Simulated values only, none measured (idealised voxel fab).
process module | voxel transistor to metal
cross-section cut | 150 nm wide | cells 5 nm
A cross-section is a grid of square cells, given in bands from the top down. A band is one or more rows of cells.
Each band's line starts with the height of the band's top and of its bottom, in nm. Then come its materials from left to right, each with its width in nm. One material with "throughout" fills the band from edge to edge. "air" is empty space.
Height 0 is the level under which the wafer as received is all one material. The lowest band goes on downwards, as in "0 down".
A width such as "30 to 40" changes by the same amount from each row of cells to the next, from the band's top row to its bottom row.
"no change" after a step means that no cell of the cross-section changed.
closed voids: empty space of 8 cells or more with no open way to the top, each as width x height at its distance from the left edge, in nm
after a step's settings: what the simulator itself notes on the step
overlay nm, on a step with a mask: how far to the right of its planned place the mask lay; to the left if negative
plan
1 op RECEIVE | material Si
2 op CONFORMAL_DEP | material SiO2 | thk nm 5
3 op CONFORMAL_DEP | material SiN | thk nm 15
4 op DIRECTIONAL_DEP | material aC | thk nm 10
5 op PATTERN | tone cover | mask id ACTIVE | material resist | width nm 105 | thk nm 30 | overlay nm 0
6 op DIRECTIONAL_ETCH | etch materials aC | depth nm 10
7 op STRIP | etch materials resist
8 op DIRECTIONAL_ETCH | etch materials SiN | depth nm 15
9 op DIRECTIONAL_ETCH | etch materials SiO2 | depth nm 5
10 op DIRECTIONAL_ETCH | etch materials Si | depth nm 35
11 op STRIP | etch materials aC
12 op OXIDIZE | depth nm 5
13 op FILL_DEP | material SiO2 | thk nm 5
14 op CMP | height nm 20
15 op SELECTIVE_ETCH | etch materials SiO2 | depth nm 5
16 op STRIP | etch materials SiN
17 op SELECTIVE_ETCH | etch materials SiO2 | depth nm 5
18 op OXIDIZE | depth nm 5
19 op DIRECTIONAL_DEP | material polySi | thk nm 20
20 op DIRECTIONAL_DEP | material SiCN | thk nm 15
21 op MASKED_ETCH | tone cover | mask id GATE | width nm 25 | etch materials SiCN | depth nm 25 | overlay nm 0
22 op MASKED_ETCH | tone cover | mask id GATE | width nm 25 | etch materials polySi | depth nm 30 | overlay nm 0
23 op CONFORMAL_DEP | material SiO2 | thk nm 5
24 op DIRECTIONAL_ETCH | etch materials SiO2 | depth nm 5
25 op CONFORMAL_DEP | material SiN | thk nm 5
26 op DIRECTIONAL_ETCH | etch materials SiN | depth nm 5
27 op DIRECTIONAL_ETCH | etch materials SiO2 | depth nm 5
28 op DIRECTIONAL_ETCH | etch materials Si | depth nm 10
29 op EPI | material pSi | thk nm 15
30 op FILL_DEP | material SiO2 | thk nm 10
31 op CMP | height nm 35
32 op DIRECTIONAL_DEP | material SiO2 | thk nm 10
33 op PATTERN | tone open | mask id CONTACT | material resist | width nm 30 | pitch nm 65 | thk nm 15 | overlay nm 0
34 op DIRECTIONAL_ETCH | etch materials SiO2 | depth nm 45
35 op STRIP | etch materials resist
36 op CONFORMAL_DEP | material TiN | thk nm 5
37 op FILL_DEP | material W | thk nm 5
38 op CMP | height nm 45
39 op DIRECTIONAL_DEP | material TiN | thk nm 5
40 op DIRECTIONAL_DEP | material W | thk nm 15
41 op PATTERN | tone cover | mask id METAL_1 | material resist | width nm 20 | pitch nm 75 | thk nm 20 | overlay nm 0
42 op DIRECTIONAL_ETCH | etch materials W | depth nm 15
43 op DIRECTIONAL_ETCH | etch materials TiN | depth nm 5
44 op STRIP | etch materials resist
45 op FILL_DEP | material lowk | thk nm 10
46 op CMP | height nm 65
47 op CONFORMAL_DEP | material SiCN | thk nm 5
as received, after step 1
  0 down: Si throughout
  closed voids: none
first wafer at the end, as planned
  70 to 65: SiCN throughout
  65 to 50: lowk 25 | W 20 | lowk 55 | W 20 | lowk 30
  50 to 45: lowk 25 | TiN 20 | lowk 55 | TiN 20 | lowk 30
  45 to 35: SiO2 25 | TiN 5 | W 20 to 15 | TiN 5 to 10 | SiO2 35 | TiN 5 to 10 | W 20 to 15 | TiN 5 | SiO2 30
  35 to 20: SiO2 25 | TiN 5 | W 15 | TiN 5 | SiN 5 | SiO2 5 | SiCN 25 | SiO2 5 | SiN 5 | TiN 5 | W 15 | TiN 5 | SiO2 30
  20 to 15: SiO2 25 | TiN 5 | W 15 | TiN 5 | SiN 5 | SiO2 5 | polySi 25 | SiO2 5 | SiN 5 | TiN 5 | W 15 | TiN 5 | SiO2 30
  15 to 10: SiO2 25 | TiN 25 | SiN 5 | SiO2 5 | polySi 25 | SiO2 5 | SiN 5 | TiN 25 | SiO2 30
  10 to 0: SiO2 20 | SiN 5 | TiN 10 | pSi 15 | SiN 5 | SiO2 5 | polySi 25 | SiO2 5 | SiN 5 | pSi 15 | TiN 10 | SiN 5 | SiO2 25
  0 to -5: SiO2 25 | pSi 25 | SiO2 45 | pSi 25 | SiO2 30
  -5 to -15: SiO2 25 | pSi 25 | Si 45 | pSi 25 | SiO2 30
  -15 to -40: SiO2 25 | Si 95 | SiO2 30
  -40 down: Si throughout
  closed voids: none
second wafer at the end: like start, like plan, one mistake
  70 to 65: SiCN throughout
  65 to 50: lowk 25 | W 20 | lowk 55 | W 20 | lowk 30
  50 to 45: lowk 25 | TiN 20 | lowk 55 | TiN 20 | lowk 30
  45 to 35: SiO2 25 | TiN 5 | W 20 to 15 | TiN 5 to 10 | SiO2 35 | TiN 5 to 10 | W 20 to 15 | TiN 5 | SiO2 30
  35 to 25: SiO2 25 | TiN 5 | W 15 | TiN 5 | SiN 5 | SiO2 5 | SiCN 25 | SiO2 5 | SiN 5 | TiN 5 | W 15 | TiN 5 | SiO2 30
  25 to 20: SiO2 25 | TiN 25 | SiN 5 | SiO2 5 | SiCN 25 | SiO2 5 | SiN 5 | TiN 25 | SiO2 30
  20 to 10: SiO2 25 | pSi 25 | SiN 5 | SiO2 5 | polySi 25 | SiO2 5 | SiN 5 | pSi 25 | SiO2 30
  10 to 0: SiO2 20 | SiN 5 | pSi 25 | SiN 5 | SiO2 5 | polySi 25 | SiO2 5 | SiN 5 | pSi 25 | SiN 5 | SiO2 25
  0 to -5: SiO2 25 | pSi 25 | SiO2 45 | pSi 25 | SiO2 30
  -5 to -15: SiO2 25 | pSi 25 | Si 45 | pSi 25 | SiO2 30
  -15 to -40: SiO2 25 | Si 95 | SiO2 30
  -40 down: Si throughout
  closed voids: none
what went wrong: step 29 ran as: op EPI | material pSi | thk nm 25
at the end the second wafer has, in cells: 16 fewer of TiN | 12 fewer of W | 28 more of pSi
